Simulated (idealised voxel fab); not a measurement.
A process module follows: voxel tone inversion.
The width of the displayed cross-section, cut, is 300 nm; its cells are square, with a size of 5 nm.
Cross-sections here: square-cell grids, written as top-down lists of bands, a band being one or more rows of cells. Top height, bottom height, nm. Materials left to right, width each, nm. Single material + "full width" = fills band edge to edge. "empty" = empty. Convention: height 0 is the level below which the wafer, as received, is all one material. The lowest band does not terminate at the bottom but continues downward, represented as "top 0, no bottom". The two numbers in a width such as "30 to 40" mark its ends across the band: the first belongs to the top row of cells, the second to the bottom row, and from each row to the next the width moves by the same amount. Step marked "no modifications"? Then no cell in the cross-section changed in it. For the entry "Catalogued sealed voids", the listed items are empty spaces with no open way to the top whose size is 8 cells or more; each item follows the pattern width x height at distance, where distance is from the left edge and all three are in nm. after a step's settings: what the simulator itself notes on the step. A step line may carry the setting "overlay nm", which, for steps involving a mask, states the distance by which the mask lay to the right of its intended position; negative values denote displacement to the left.
### Process steps - plan
1: RECEIVE: material Si
2: CONFORMAL_DEP: material SiN, thk nm 5
3: DIRECTIONAL_DEP: material polySi, thk nm 15
4: PATTERN: tone cover, mask id POSTS, material resist, width nm 15, pitch nm 40, thk nm 20, overlay nm 0
5: DIRECTIONAL_ETCH: etch materials polySi, depth nm 15
6: STRIP: etch materials resist
7: FILL_DEP: material SiO2, thk nm 10
8: CMP: height nm 20
9: STRIP: etch materials polySi
10: CONFORMAL_DEP: material TiN, thk nm 5
11: FILL_DEP: material Ru, thk nm 10
12: CMP: height nm 20
13: CONFORMAL_DEP: material SiN, thk nm 5
### As-received state of the wafer in cross-section, equivalent to post-step 1
	top 0, no bottom  Si full width
	Catalogued sealed voids: none
### Module complete - cross-section of the first of two wafers, run according to plan
	top 25, bottom 20  SiN full width
	top 20, bottom 10  100 nm SiO2, 5 nm TiN, 5 nm Ru, 5 nm TiN, 25 nm SiO2, 5 nm TiN, 5 nm Ru, 5 nm TiN, 25 nm SiO2, 5 nm TiN, 5 nm Ru, 5 nm TiN, 105 nm SiO2
	top 10, bottom 5  100 nm SiO2, 15 nm TiN, 25 nm SiO2, 15 nm TiN, 25 nm SiO2, 15 nm TiN, 105 nm SiO2
	top 5, bottom 0  SiN full width
	top 0, no bottom  Si full width
	Catalogued sealed voids: none
### Second of two wafers, module complete, sectioned: it shares the first wafer's start and plan but was run with one mistake
	top 25, bottom 20  SiN full width
	top 20, bottom 15  SiO2 full width
	top 15, bottom 0  100 nm SiO2, 15 nm polySi, 25 nm SiO2, 15 nm polySi, 25 nm SiO2, 15 nm polySi, 105 nm SiO2
	top 0, no bottom  Si full width
	Catalogued sealed voids: none
Diagnosis: the plan's step 2 went unexecuted, having been skipped
In the final state, the cell counts of the second wafer exceed or fall short of those of the first for the following materials: -6 Ru | -60 SiN | +60 SiO2 | -21 TiN | +27 polySi
